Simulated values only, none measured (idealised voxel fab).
The document below concerns the process module designated voxel transistor to metal.
The width of the displayed cross-section, cut, is 150 nm; its cells are square, with a size of 5 nm.
Format of a cross-section: grid, square cells. Given as bands. Order: top down. Band: one or more rows of cells.
Each band's line starts with the height of the band's top and of its bottom, in nm. Then come its materials from left to right, each with its width in nm. One material with "everywhere" fills the band from edge to edge. "empty" is empty space.
Height 0 is the level under which the wafer as received is all one material. The lowest band goes on downwards, as in "0 -> down".
Width: "30..40" (first number = top row, second number = bottom row, same change from row to row of cells).
"nothing got changed" -> step changed no cross-section cell.
For the entry "Voids lacking openings", the listed items are empty spaces with no open way to the top whose size is 8 cells or more; each item follows the pattern width x height at distance, where distance is from the left edge and all three are in nm.
The remark found on a step's line after its settings is issued by the simulator itself and pertains to that step.
Each step line may optionally specify "overlay nm", which for a step with a mask gives the rightward distance between the mask's planned place and where it lay, a negative value indicating the leftward direction.
[Planned process steps]
1 RECEIVE, material Si
2 CONFORMAL_DEP, material SiO2, thk nm 5
3 CONFORMAL_DEP, material SiN, thk nm 15
4 DIRECTIONAL_DEP, material aC, thk nm 10
5 PATTERN, tone cover, mask id ACTIVE, material resist, width nm 105, thk nm 30, overlay nm 0
6 DIRECTIONAL_ETCH, etch materials aC, depth nm 10
7 STRIP, etch materials resist
8 DIRECTIONAL_ETCH, etch materials SiN, depth nm 15
9 DIRECTIONAL_ETCH, etch materials SiO2, depth nm 5
10 DIRECTIONAL_ETCH, etch materials Si, depth nm 35
11 STRIP, etch materials aC
12 OXIDIZE, depth nm 5
13 FILL_DEP, material SiO2, thk nm 5
14 CMP, height nm 20
15 SELECTIVE_ETCH, etch materials SiO2, depth nm 5
16 STRIP, etch materials SiN
17 SELECTIVE_ETCH, etch materials SiO2, depth nm 5
18 OXIDIZE, depth nm 5
19 DIRECTIONAL_DEP, material polySi, thk nm 20
20 DIRECTIONAL_DEP, material SiCN, thk nm 15
21 MASKED_ETCH, tone cover, mask id GATE, width nm 25, etch materials SiCN, depth nm 25, overlay nm 0
22 MASKED_ETCH, tone cover, mask id GATE, width nm 25, etch materials polySi, depth nm 30, overlay nm 0
23 CONFORMAL_DEP, material SiO2, thk nm 5
24 DIRECTIONAL_ETCH, etch materials SiO2, depth nm 5
25 CONFORMAL_DEP, material SiN, thk nm 5
26 DIRECTIONAL_ETCH, etch materials SiN, depth nm 5
27 DIRECTIONAL_ETCH, etch materials SiO2, depth nm 5
28 DIRECTIONAL_ETCH, etch materials Si, depth nm 10
29 EPI, material pSi, thk nm 15
30 FILL_DEP, material SiO2, thk nm 10
31 CMP, height nm 35
32 DIRECTIONAL_DEP, material SiO2, thk nm 10
33 PATTERN, tone open, mask id CONTACT, material resist, width nm 30, pitch nm 65, thk nm 15, overlay nm 0
34 DIRECTIONAL_ETCH, etch materials SiO2, depth nm 45
35 STRIP, etch materials resist
36 CONFORMAL_DEP, material TiN, thk nm 5
37 FILL_DEP, material W, thk nm 5
38 CMP, height nm 45
39 DIRECTIONAL_DEP, material TiN, thk nm 5
40 DIRECTIONAL_DEP, material W, thk nm 15
41 PATTERN, tone cover, mask id METAL_1, material resist, width nm 20, pitch nm 75, thk nm 20, overlay nm 0
42 DIRECTIONAL_ETCH, etch materials W, depth nm 15
43 DIRECTIONAL_ETCH, etch materials TiN, depth nm 5
44 STRIP, etch materials resist
45 FILL_DEP, material lowk, thk nm 10
46 CMP, height nm 65
47 CONFORMAL_DEP, material SiCN, thk nm 5
[First of two wafers, with the run carried out as planned]
[Cross-section of the wafer as it came to us, i.e., already through step 1]
- 0 -> down: Si everywhere
- Voids lacking openings: none
[Take a look at the wafer's cross-section after step 2]
- 5 -> 0: SiO2 everywhere
- For the remainder of the cross-section, below 0, there is no change.
[Take a look at the wafer's cross-section after step 3]
- 20 -> 5: SiN everywhere
- For the remainder of the cross-section, below 5, there is no change.
[Take a look at the wafer's cross-section after step 4]
- 30 -> 20: aC everywhere
- For the remainder of the cross-section, below 20, there is no change.
[Take a look at the wafer's cross-section after step 5]
- 60 -> 30: empty 20 nm | resist 105 nm | empty 25 nm
- For the remainder of the cross-section, below 30, there is no change.
[Take a look at the wafer's cross-section after step 6]
- 50 -> 30: empty 20 nm | resist 105 nm | empty 25 nm
- 30 -> 20: empty 20 nm | aC 105 nm | empty 25 nm
- For the remainder of the cross-section, below 20, there is no change.
[Take a look at the wafer's cross-section after step 7]
- 30 -> 20: empty 20 nm | aC 105 nm | empty 25 nm
- For the remainder of the cross-section, below 20, there is no change.
[Take a look at the wafer's cross-section after step 8]
- 30 -> 20: empty 20 nm | aC 105 nm | empty 25 nm
- 20 -> 5: empty 20 nm | SiN 105 nm | empty 25 nm
- For the remainder of the cross-section, below 5, there is no change.
[Take a look at the wafer's cross-section after step 9]
- 30 -> 20: empty 20 nm | aC 105 nm | empty 25 nm
- 20 -> 5: empty 20 nm | SiN 105 nm | empty 25 nm
- 5 -> 0: empty 20 nm | SiO2 105 nm | empty 25 nm
- For the remainder of the cross-section, below 0, there is no change.
[Take a look at the wafer's cross-section after step 10]
- 30 -> 20: empty 20 nm | aC 105 nm | empty 25 nm
- 20 -> 5: empty 20 nm | SiN 105 nm | empty 25 nm
- 5 -> 0: empty 20 nm | SiO2 105 nm | empty 25 nm
- 0 -> -35: empty 20 nm | Si 105 nm | empty 25 nm
- For the remainder of the cross-section, below -35, there is no change.
[Take a look at the wafer's cross-section after step 11]
- 20 -> 5: empty 20 nm | SiN 105 nm | empty 25 nm
- For the remainder of the cross-section, below 5, there is no change.
[Take a look at the wafer's cross-section after step 12]
- 20 -> 5: empty 20 nm | SiN 105 nm | empty 25 nm
- 5 -> 0: empty 20 nm | SiO2 105 nm | empty 25 nm
- 0 -> -35: empty 20 nm | SiO2 5 nm | Si 95 nm | SiO2 5 nm | empty 25 nm
- -35 -> -40: SiO2 25 nm | Si 95 nm | SiO2 30 nm
- For the remainder of the cross-section, below -40, there is no change.
[Take a look at the wafer's cross-section after step 13]
- 25 -> 20: SiO2 everywhere
- 20 -> 5: SiO2 20 nm | SiN 105 nm | SiO2 25 nm
- 5 -> 0: SiO2 everywhere
- 0 -> -40: SiO2 25 nm | Si 95 nm | SiO2 30 nm
- For the remainder of the cross-section, below -40, there is no change.
[Take a look at the wafer's cross-section after step 14]
- 20 -> 5: SiO2 20 nm | SiN 105 nm | SiO2 25 nm
- For the remainder of the cross-section, below 5, there is no change.
[Take a look at the wafer's cross-section after step 15]
- 20 -> 15: empty 20 nm | SiN 105 nm | empty 25 nm
- For the remainder of the cross-section, below 15, there is no change.
[Take a look at the wafer's cross-section after step 16]
- 15 -> 5: SiO2 20 nm | empty 105 nm | SiO2 25 nm
- For the remainder of the cross-section, below 5, there is no change.
[Take a look at the wafer's cross-section after step 17]
- 10 -> 0: SiO2 15 nm | empty 115 nm | SiO2 20 nm
- For the remainder of the cross-section, below 0, there is no change.
[Take a look at the wafer's cross-section after step 18]
- 10 -> 0: SiO2 15 nm | empty 115 nm | SiO2 20 nm
- 0 -> -5: SiO2 everywhere
- For the remainder of the cross-section, below -5, there is no change.
[Take a look at the wafer's cross-section after step 19]
- 30 -> 20: polySi 15 nm | empty 115 nm | polySi 20 nm
- 20 -> 10: polySi everywhere
- 10 -> 0: SiO2 15 nm | polySi 115 nm | SiO2 20 nm
- For the remainder of the cross-section, below 0, there is no change.
[Take a look at the wafer's cross-section after step 20]
- 45 -> 35: SiCN 15 nm | empty 115 nm | SiCN 20 nm
- 35 -> 30: SiCN everywhere
- 30 -> 20: polySi 15 nm | SiCN 115 nm | polySi 20 nm
- For the remainder of the cross-section, below 20, there is no change.
[Take a look at the wafer's cross-section after step 21]
- 35 -> 30: empty 60 nm | SiCN 25 nm | empty 65 nm
- 30 -> 20: polySi 15 nm | empty 45 nm | SiCN 25 nm | empty 45 nm | polySi 20 nm
- For the remainder of the cross-section, below 20, there is no change.
[Take a look at the wafer's cross-section after step 22]
- 35 -> 20: empty 60 nm | SiCN 25 nm | empty 65 nm
- 20 -> 10: empty 60 nm | polySi 25 nm | empty 65 nm
- 10 -> 0: SiO2 15 nm | empty 45 nm | polySi 25 nm | empty 45 nm | SiO2 20 nm
- For the remainder of the cross-section, below 0, there is no change.
[Take a look at the wafer's cross-section after step 23]
- 40 -> 35: empty 55 nm | SiO2 35 nm | empty 60 nm
- 35 -> 20: empty 55 nm | SiO2 5 nm | SiCN 25 nm | SiO2 5 nm | empty 60 nm
- 20 -> 15: empty 55 nm | SiO2 5 nm | polySi 25 nm | SiO2 5 nm | empty 60 nm
- 15 -> 5: SiO2 20 nm | empty 35 nm | SiO2 5 nm | polySi 25 nm | SiO2 5 nm | empty 35 nm | SiO2 25 nm
- 5 -> 0: SiO2 60 nm | polySi 25 nm | SiO2 65 nm
- For the remainder of the cross-section, below 0, there is no change.
[Take a look at the wafer's cross-section after step 24]
- 35 -> 20: empty 55 nm | SiO2 5 nm | SiCN 25 nm | SiO2 5 nm | empty 60 nm
- 20 -> 10: empty 55 nm | SiO2 5 nm | polySi 25 nm | SiO2 5 nm | empty 60 nm
- 10 -> 0: SiO2 20 nm | empty 35 nm | SiO2 5 nm | polySi 25 nm | SiO2 5 nm | empty 35 nm | SiO2 25 nm
- For the remainder of the cross-section, below 0, there is no change.
[Take a look at the wafer's cross-section after step 25]
- 40 -> 35: empty 50 nm | SiN 45 nm | empty 55 nm
- 35 -> 20: empty 50 nm | SiN 5 nm | SiO2 5 nm | SiCN 25 nm | SiO2 5 nm | SiN 5 nm | empty 55 nm
- 20 -> 15: empty 50 nm | SiN 5 nm | SiO2 5 nm | polySi 25 nm | SiO2 5 nm | SiN 5 nm | empty 55 nm
- 15 -> 10: SiN 25 nm | empty 25 nm | SiN 5 nm | SiO2 5 nm | polySi 25 nm | SiO2 5 nm | SiN 5 nm | empty 25 nm | SiN 30 nm
- 10 -> 5: SiO2 20 nm | SiN 5 nm | empty 25 nm | SiN 5 nm | SiO2 5 nm | polySi 25 nm | SiO2 5 nm | SiN 5 nm | empty 25 nm | SiN 5 nm | SiO2 25 nm
- 5 -> 0: SiO2 20 nm | SiN 35 nm | SiO2 5 nm | polySi 25 nm | SiO2 5 nm | SiN 35 nm | SiO2 25 nm
- For the remainder of the cross-section, below 0, there is no change.
[Take a look at the wafer's cross-section after step 26]
- 35 -> 20: empty 50 nm | SiN 5 nm | SiO2 5 nm | SiCN 25 nm | SiO2 5 nm | SiN 5 nm | empty 55 nm
- 20 -> 10: empty 50 nm | SiN 5 nm | SiO2 5 nm | polySi 25 nm | SiO2 5 nm | SiN 5 nm | empty 55 nm
- 10 -> 0: SiO2 20 nm | SiN 5 nm | empty 25 nm | SiN 5 nm | SiO2 5 nm | polySi 25 nm | SiO2 5 nm | SiN 5 nm | empty 25 nm | SiN 5 nm | SiO2 25 nm
- For the remainder of the cross-section, below 0, there is no change.
[Take a look at the wafer's cross-section after step 27]
- 35 -> 30: empty 50 nm | SiN 5 nm | empty 5 nm | SiCN 25 nm | empty 5 nm | SiN 5 nm | empty 55 nm
- 30 -> 20: empty 50 nm | SiN 5 nm | SiO2 5 nm | SiCN 25 nm | SiO2 5 nm | SiN 5 nm | empty 55 nm
- 20 -> 10: empty 50 nm | SiN 5 nm | SiO2 5 nm | polySi 25 nm | SiO2 5 nm | SiN 5 nm | empty 55 nm
- 10 -> 5: empty 20 nm | SiN 5 nm | empty 25 nm | SiN 5 nm | SiO2 5 nm | polySi 25 nm | SiO2 5 nm | SiN 5 nm | empty 25 nm | SiN 5 nm | empty 25 nm
- 5 -> 0: SiO2 20 nm | SiN 5 nm | empty 25 nm | SiN 5 nm | SiO2 5 nm | polySi 25 nm | SiO2 5 nm | SiN 5 nm | empty 25 nm | SiN 5 nm | SiO2 25 nm
- 0 -> -5: SiO2 25 nm | empty 25 nm | SiO2 45 nm | empty 25 nm | SiO2 30 nm
- For the remainder of the cross-section, below -5, there is no change.
[Take a look at the wafer's cross-section after step 28]
- 35 -> 30: empty 50 nm | SiN 5 nm | empty 5 nm | SiCN 25 nm | empty 5 nm | SiN 5 nm | empty 55 nm
- 30 -> 20: empty 50 nm | SiN 5 nm | SiO2 5 nm | SiCN 25 nm | SiO2 5 nm | SiN 5 nm | empty 55 nm
- 20 -> 10: empty 50 nm | SiN 5 nm | SiO2 5 nm | polySi 25 nm | SiO2 5 nm | SiN 5 nm | empty 55 nm
- 10 -> 5: empty 20 nm | SiN 5 nm | empty 25 nm | SiN 5 nm | SiO2 5 nm | polySi 25 nm | SiO2 5 nm | SiN 5 nm | empty 25 nm | SiN 5 nm | empty 25 nm
- 5 -> 0: SiO2 20 nm | SiN 5 nm | empty 25 nm | SiN 5 nm | SiO2 5 nm | polySi 25 nm | SiO2 5 nm | SiN 5 nm | empty 25 nm | SiN 5 nm | SiO2 25 nm
- 0 -> -5: SiO2 25 nm | empty 25 nm | SiO2 45 nm | empty 25 nm | SiO2 30 nm
- -5 -> -15: SiO2 25 nm | empty 25 nm | Si 45 nm | empty 25 nm | SiO2 30 nm
- For the remainder of the cross-section, below -15, there is no change.
[Take a look at the wafer's cross-section after step 29]
- 35 -> 30: empty 50 nm | SiN 5 nm | empty 5 nm | SiCN 25 nm | empty 5 nm | SiN 5 nm | empty 55 nm
- 30 -> 20: empty 50 nm | SiN 5 nm | SiO2 5 nm | SiCN 25 nm | SiO2 5 nm | SiN 5 nm | empty 55 nm
- 20 -> 10: empty 50 nm | SiN 5 nm | SiO2 5 nm | polySi 25 nm | SiO2 5 nm | SiN 5 nm | empty 55 nm
- 10 -> 5: empty 20 nm | SiN 5 nm | empty 10 nm | pSi 15 nm | SiN 5 nm | SiO2 5 nm | polySi 25 nm | SiO2 5 nm | SiN 5 nm | pSi 15 nm | empty 10 nm | SiN 5 nm | empty 25 nm
- 5 -> 0: SiO2 20 nm | SiN 5 nm | empty 10 nm | pSi 15 nm | SiN 5 nm | SiO2 5 nm | polySi 25 nm | SiO2 5 nm | SiN 5 nm | pSi 15 nm | empty 10 nm | SiN 5 nm | SiO2 25 nm
- 0 -> -5: SiO2 25 nm | pSi 25 nm | SiO2 45 nm | pSi 25 nm | SiO2 30 nm
- -5 -> -15: SiO2 25 nm | pSi 25 nm | Si 45 nm | pSi 25 nm | SiO2 30 nm
- For the remainder of the cross-section, below -15, there is no change.
[Take a look at the wafer's cross-section after step 30]
- 45 -> 35: SiO2 everywhere
- 35 -> 20: SiO2 50 nm | SiN 5 nm | SiO2 5 nm | SiCN 25 nm | SiO2 5 nm | SiN 5 nm | SiO2 55 nm
- 20 -> 10: SiO2 50 nm | SiN 5 nm | SiO2 5 nm | polySi 25 nm | SiO2 5 nm | SiN 5 nm | SiO2 55 nm
- 10 -> 0: SiO2 20 nm | SiN 5 nm | SiO2 10 nm | pSi 15 nm | SiN 5 nm | SiO2 5 nm | polySi 25 nm | SiO2 5 nm | SiN 5 nm | pSi 15 nm | SiO2 10 nm | SiN 5 nm | SiO2 25 nm
- For the remainder of the cross-section, below 0, there is no change.
[Take a look at the wafer's cross-section after step 31]
- 35 -> 20: SiO2 50 nm | SiN 5 nm | SiO2 5 nm | SiCN 25 nm | SiO2 5 nm | SiN 5 nm | SiO2 55 nm
- For the remainder of the cross-section, below 20, there is no change.
[Take a look at the wafer's cross-section after step 32]
- 45 -> 35: SiO2 everywhere
- For the remainder of the cross-section, below 35, there is no change.
[Take a look at the wafer's cross-section after step 33]
- 60 -> 45: resist 25 nm | empty 30 nm | resist 35 nm | empty 30 nm | resist 30 nm
- For the remainder of the cross-section, below 45, there is no change.
[Take a look at the wafer's cross-section after step 34]
- 60 -> 45: resist 25 nm | empty 30 nm | resist 35 nm | empty 30 nm | resist 30 nm
- 45 -> 35: SiO2 25 nm | empty 30 nm | SiO2 35 nm | empty 30 nm | SiO2 30 nm
- 35 -> 20: SiO2 25 nm | empty 25 nm | SiN 5 nm | SiO2 5 nm | SiCN 25 nm | SiO2 5 nm | SiN 5 nm | empty 25 nm | SiO2 30 nm
- 20 -> 10: SiO2 25 nm | empty 25 nm | SiN 5 nm | SiO2 5 nm | polySi 25 nm | SiO2 5 nm | SiN 5 nm | empty 25 nm | SiO2 30 nm
- 10 -> 0: SiO2 20 nm | SiN 5 nm | empty 10 nm | pSi 15 nm | SiN 5 nm | SiO2 5 nm | polySi 25 nm | SiO2 5 nm | SiN 5 nm | pSi 15 nm | empty 10 nm | SiN 5 nm | SiO2 25 nm
- For the remainder of the cross-section, below 0, there is no change.
[Take a look at the wafer's cross-section after step 35]
- 45 -> 35: SiO2 25 nm | empty 30 nm | SiO2 35 nm | empty 30 nm | SiO2 30 nm
- For the remainder of the cross-section, below 35, there is no change.
[Take a look at the wafer's cross-section after step 36]
- 50 -> 45: TiN 30 nm | empty 20 nm | TiN 45 nm | empty 20 nm | TiN 35 nm
- 45 -> 35: SiO2 25 nm | TiN 5 nm | empty 20..15 nm | TiN 5..10 nm | SiO2 35 nm | TiN 5..10 nm | empty 20..15 nm | TiN 5 nm | SiO2 30 nm
- 35 -> 20: SiO2 25 nm | TiN 5 nm | empty 15 nm | TiN 5 nm | SiN 5 nm | SiO2 5 nm | SiCN 25 nm | SiO2 5 nm | SiN 5 nm | TiN 5 nm | empty 15 nm | TiN 5 nm | SiO2 30 nm
- 20 -> 15: SiO2 25 nm | TiN 5 nm | empty 15 nm | TiN 5 nm | SiN 5 nm | SiO2 5 nm | polySi 25 nm | SiO2 5 nm | SiN 5 nm | TiN 5 nm | empty 15 nm | TiN 5 nm | SiO2 30 nm
- 15 -> 10: SiO2 25 nm | TiN 25 nm | SiN 5 nm | SiO2 5 nm | polySi 25 nm | SiO2 5 nm | SiN 5 nm | TiN 25 nm | SiO2 30 nm
- 10 -> 0: SiO2 20 nm | SiN 5 nm | TiN 10 nm | pSi 15 nm | SiN 5 nm | SiO2 5 nm | polySi 25 nm | SiO2 5 nm | SiN 5 nm | pSi 15 nm | TiN 10 nm | SiN 5 nm | SiO2 25 nm
- For the remainder of the cross-section, below 0, there is no change.
[Take a look at the wafer's cross-section after step 37]
- 55 -> 50: W everywhere
- 50 -> 45: TiN 30 nm | W 20 nm | TiN 45 nm | W 20 nm | TiN 35 nm
- 45 -> 35: SiO2 25 nm | TiN 5 nm | W 20..15 nm | TiN 5..10 nm | SiO2 35 nm | TiN 5..10 nm | W 20..15 nm | TiN 5 nm | SiO2 30 nm
- 35 -> 20: SiO2 25 nm | TiN 5 nm | W 15 nm | TiN 5 nm | SiN 5 nm | SiO2 5 nm | SiCN 25 nm | SiO2 5 nm | SiN 5 nm | TiN 5 nm | W 15 nm | TiN 5 nm | SiO2 30 nm
- 20 -> 15: SiO2 25 nm | TiN 5 nm | W 15 nm | TiN 5 nm | SiN 5 nm | SiO2 5 nm | polySi 25 nm | SiO2 5 nm | SiN 5 nm | TiN 5 nm | W 15 nm | TiN 5 nm | SiO2 30 nm
- For the remainder of the cross-section, below 15, there is no change.
[Take a look at the wafer's cross-section after step 38]
- 45 -> 35: SiO2 25 nm | TiN 5 nm | W 20..15 nm | TiN 5..10 nm | SiO2 35 nm | TiN 5..10 nm | W 20..15 nm | TiN 5 nm | SiO2 30 nm
- For the remainder of the cross-section, below 35, there is no change.
[Take a look at the wafer's cross-section after step 39]
- 50 -> 45: TiN everywhere
- For the remainder of the cross-section, below 45, there is no change.
[Take a look at the wafer's cross-section after step 40]
- 65 -> 50: W everywhere
- For the remainder of the cross-section, below 50, there is no change.
[Take a look at the wafer's cross-section after step 41]
- 85 -> 65: empty 25 nm | resist 20 nm | empty 55 nm | resist 20 nm | empty 30 nm
- For the remainder of the cross-section, below 65, there is no change.
[Take a look at the wafer's cross-section after step 42]
- 85 -> 65: empty 25 nm | resist 20 nm | empty 55 nm | resist 20 nm | empty 30 nm
- 65 -> 50: empty 25 nm | W 20 nm | empty 55 nm | W 20 nm | empty 30 nm
- For the remainder of the cross-section, below 50, there is no change.
[Take a look at the wafer's cross-section after step 43]
- 85 -> 65: empty 25 nm | resist 20 nm | empty 55 nm | resist 20 nm | empty 30 nm
- 65 -> 50: empty 25 nm | W 20 nm | empty 55 nm | W 20 nm | empty 30 nm
- 50 -> 45: empty 25 nm | TiN 20 nm | empty 55 nm | TiN 20 nm | empty 30 nm
- For the remainder of the cross-section, below 45, there is no change.
[Take a look at the wafer's cross-section after step 44]
- 65 -> 50: empty 25 nm | W 20 nm | empty 55 nm | W 20 nm | empty 30 nm
- For the remainder of the cross-section, below 50, there is no change.
[Take a look at the wafer's cross-section after step 45]
- 75 -> 65: lowk everywhere
- 65 -> 50: lowk 25 nm | W 20 nm | lowk 55 nm | W 20 nm | lowk 30 nm
- 50 -> 45: lowk 25 nm | TiN 20 nm | lowk 55 nm | TiN 20 nm | lowk 30 nm
- For the remainder of the cross-section, below 45, there is no change.
[Take a look at the wafer's cross-section after step 46]
- 65 -> 50: lowk 25 nm | W 20 nm | lowk 55 nm | W 20 nm | lowk 30 nm
- For the remainder of the cross-section, below 50, there is no change.
[Take a look at the wafer's cross-section after step 47]
- 70 -> 65: SiCN everywhere
- For the remainder of the cross-section, below 65, there is no change.
[The Second Wafer: Common Origin and Plan, One Mistake in Execution, Identical to the First Through Step 38]
[Cross-sectional representation of the second wafer at the time designated in the plan for the completion of step 39]
- 50 -> 45: W everywhere
- For the remainder of the cross-section, below 45, there is no change.
[Cross-sectional representation of the second wafer at the time designated in the plan for the completion of step 40]
- 65 -> 45: W everywhere
- For the remainder of the cross-section, below 45, there is no change.
[Cross-sectional representation of the second wafer at the time designated in the plan for the completion of step 41]
- 85 -> 65: empty 25 nm | resist 20 nm | empty 55 nm | resist 20 nm | empty 30 nm
- For the remainder of the cross-section, below 65, there is no change.
[Cross-sectional representation of the second wafer at the time designated in the plan for the completion of step 42]
- 85 -> 65: empty 25 nm | resist 20 nm | empty 55 nm | resist 20 nm | empty 30 nm
- 65 -> 50: empty 25 nm | W 20 nm | empty 55 nm | W 20 nm | empty 30 nm
- For the remainder of the cross-section, below 50, there is no change.
Cross-sectional representation of the second wafer at the time designated in the plan for the completion of step 43: nothing got changed
[Cross-sectional representation of the second wafer at the time designated in the plan for the completion of step 44]
- 65 -> 50: empty 25 nm | W 20 nm | empty 55 nm | W 20 nm | empty 30 nm
- For the remainder of the cross-section, below 50, there is no change.
[Cross-sectional representation of the second wafer at the time designated in the plan for the completion of step 45]
- 75 -> 65: lowk everywhere
- 65 -> 50: lowk 25 nm | W 20 nm | lowk 55 nm | W 20 nm | lowk 30 nm
- For the remainder of the cross-section, below 50, there is no change.
[Cross-sectional representation of the second wafer at the time designated in the plan for the completion of step 46]
- 65 -> 50: lowk 25 nm | W 20 nm | lowk 55 nm | W 20 nm | lowk 30 nm
- For the remainder of the cross-section, below 50, there is no change.
[Cross-sectional representation of the second wafer at the time designated in the plan for the completion of step 47]
- 70 -> 65: SiCN everywhere
- For the remainder of the cross-section, below 65, there is no change.
Heads up, the wafer didn't run the way we planned it: step 39 deviated from plan and actually ran as DIRECTIONAL_DEP, material W, thk nm 5
End of process, cell counts, second wafer against first, materials with more or fewer: 8 fewer of TiN | 30 more of W | 22 fewer of lowk
